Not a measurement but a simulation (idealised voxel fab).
process module | voxel ribs on slabs
cross-section cut | 260 nm wide | cells 5 nm
A cross-section is a grid of square cells, given in bands from the top down. A band is one or more rows of cells.
Each band's line starts with the height of the band's top and of its bottom, in nm. Then come its materials from left to right, each with its width in nm. One material with "throughout" fills the band from edge to edge. "air" is empty space.
Height 0 is the level under which the wafer as received is all one material. The lowest band goes on downwards, as in "0 down".
A width such as "30 to 40" changes by the same amount from each row of cells to the next, from the band's top row to its bottom row.
"no change" after a step means that no cell of the cross-section changed.
closed voids: empty space of 8 cells or more with no open way to the top, each as width x height at its distance from the left edge, in nm
after a step's settings: what the simulator itself notes on the step
overlay nm, on a step with a mask: how far to the right of its planned place the mask lay; to the left if negative
plan
1 op RECEIVE | material Si
2 op DIRECTIONAL_DEP | material SiO2 | thk nm 20
3 op DIRECTIONAL_DEP | material polySi | thk nm 25
4 op MASKED_ETCH | tone cover | mask id RIB | width nm 15 | etch materials polySi | depth nm 20 | overlay nm 0
5 op DIRECTIONAL_DEP | material aC | thk nm 15
6 op PATTERN | tone cover | mask id SLAB | material resist | width nm 60 | thk nm 35 | overlay nm 0
7 op DIRECTIONAL_ETCH | etch materials aC | depth nm 15
8 op STRIP | etch materials resist
9 op DIRECTIONAL_ETCH | etch materials polySi | depth nm 5
10 op STRIP | etch materials aC
11 op FILL_DEP | material SiO2 | thk nm 15
12 op CMP | height nm 55
13 op DIRECTIONAL_DEP | material TiN | thk nm 5
14 op DIRECTIONAL_DEP | material aC | thk nm 10
15 op PATTERN | tone cover | mask id HEATER | material resist | width nm 30 | thk nm 30 | overlay nm 0
16 op DIRECTIONAL_ETCH | etch materials aC | depth nm 10
17 op STRIP | etch materials resist
18 op DIRECTIONAL_ETCH | etch materials TiN | depth nm 5
19 op STRIP | etch materials aC
20 op CONFORMAL_DEP | material SiN | thk nm 10
varied across the wafers: width nm of step 4. The plan shows the first wafer's value. All wafers start alike
first wafer as received, after step 1
  0 down: Si throughout
  closed voids: none
each wafer at the end: cells of each material gained (+) or lost (-) since it was received, then its closed voids
width nm 15 | +108 SiN | +548 SiO2 | +6 TiN | +24 polySi | closed voids: none
width nm 20 | +108 SiN | +544 SiO2 | +6 TiN | +28 polySi | closed voids: none
width nm 25 | +108 SiN | +540 SiO2 | +6 TiN | +32 polySi | closed voids: none
width nm 30 | +108 SiN | +536 SiO2 | +6 TiN | +36 polySi | closed voids: none
width nm 35 | +108 SiN | +532 SiO2 | +6 TiN | +40 polySi | closed voids: none
